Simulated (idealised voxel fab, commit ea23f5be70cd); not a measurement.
process module | voxel self aligned contacts
cross-section cut | 180 nm wide | cells 5 nm
A cross-section is a grid of square cells, given in bands from the top down. A band is one or more rows of cells.
Each band's line starts with the height of the band's top and of its bottom, in nm. Then come its materials from left to right, each with its width in nm. One material with "throughout" fills the band from edge to edge. "air" is empty space.
Height 0 is the level under which the wafer as received is all one material. The lowest band goes on downwards, as in "0 down".
A width such as "30 to 40" changes by the same amount from each row of cells to the next, from the band's top row to its bottom row.
"no change" after a step means that no cell of the cross-section changed.
closed voids: empty space of 8 cells or more with no open way to the top, each as width x height at its distance from the left edge, in nm
after a step's settings: what the simulator itself notes on the step
overlay nm, on a step with a mask: how far to the right of its planned place the mask lay; to the left if negative
plan
1 op RECEIVE | material Si
2 op CONFORMAL_DEP | material SiO2 | thk nm 5
3 op DIRECTIONAL_DEP | material polySi | thk nm 30
4 op DIRECTIONAL_DEP | material SiN | thk nm 25
5 op PATTERN | tone cover | mask id GATE | material resist | width nm 25 | pitch nm 65 | thk nm 15 | overlay nm 0
6 op DIRECTIONAL_ETCH | etch materials SiN | depth nm 25
7 op DIRECTIONAL_ETCH | etch materials polySi | depth nm 30
8 op STRIP | etch materials resist
9 op CONFORMAL_DEP | material SiN | thk nm 10
10 op DIRECTIONAL_ETCH | etch materials SiN | depth nm 10
11 op FILL_DEP | material SiO2 | thk nm 10
12 op CMP | height nm 65
13 op PATTERN | tone open | mask id CONTACT | material resist | width nm 50 | thk nm 15 | overlay nm 0
14 op DIRECTIONAL_ETCH | etch materials SiO2 | depth nm 65
15 op STRIP | etch materials resist
16 op CONFORMAL_DEP | material TiN | thk nm 5
17 op FILL_DEP | material W | thk nm 10
18 op CMP | height nm 65
19 op CONFORMAL_DEP | material SiN | thk nm 5
as received, after step 1
  0 down: Si throughout
  closed voids: none
first wafer at the end, as planned
  70 to 65: SiN throughout
  65 to 60: SiO2 65 | TiN 20 | W 10 | TiN 20 | SiO2 65
  60 to 35: SiO2 35 | SiN 45 | TiN 5 | W 10 | TiN 5 | SiN 45 | SiO2 35
  35 to 5: SiO2 35 | SiN 10 | polySi 25 | SiN 10 | TiN 5 | W 10 | TiN 5 | SiN 10 | polySi 25 | SiN 10 | SiO2 35
  5 to 0: SiO2 80 | TiN 20 | SiO2 80
  0 down: Si throughout
  closed voids: none
second wafer at the end: like start, like plan, one mistake
  70 to 65: SiN throughout
  65 to 60: SiO2 65 | TiN 20 | W 15 | TiN 15 | SiO2 65
  60 to 35: SiO2 40 | SiN 40 | TiN 5 | W 15 | TiN 5 | SiN 40 | SiO2 35
  35 to 5: SiO2 40 | SiN 10 | polySi 20 | SiN 10 | TiN 5 | W 15 | TiN 5 | SiN 10 | polySi 20 | SiN 10 | SiO2 35
  5 to 0: SiO2 80 | TiN 25 | SiO2 75
  0 down: Si throughout
  closed voids: none
what went wrong: step 5 ran as: op PATTERN | tone cover | mask id GATE | material resist | width nm 20 | pitch nm 65 | thk nm 15 | overlay nm 0
at the end the second wafer has, in cells: 10 fewer of SiN | 10 more of SiO2 | 12 more of W | 12 fewer of polySi
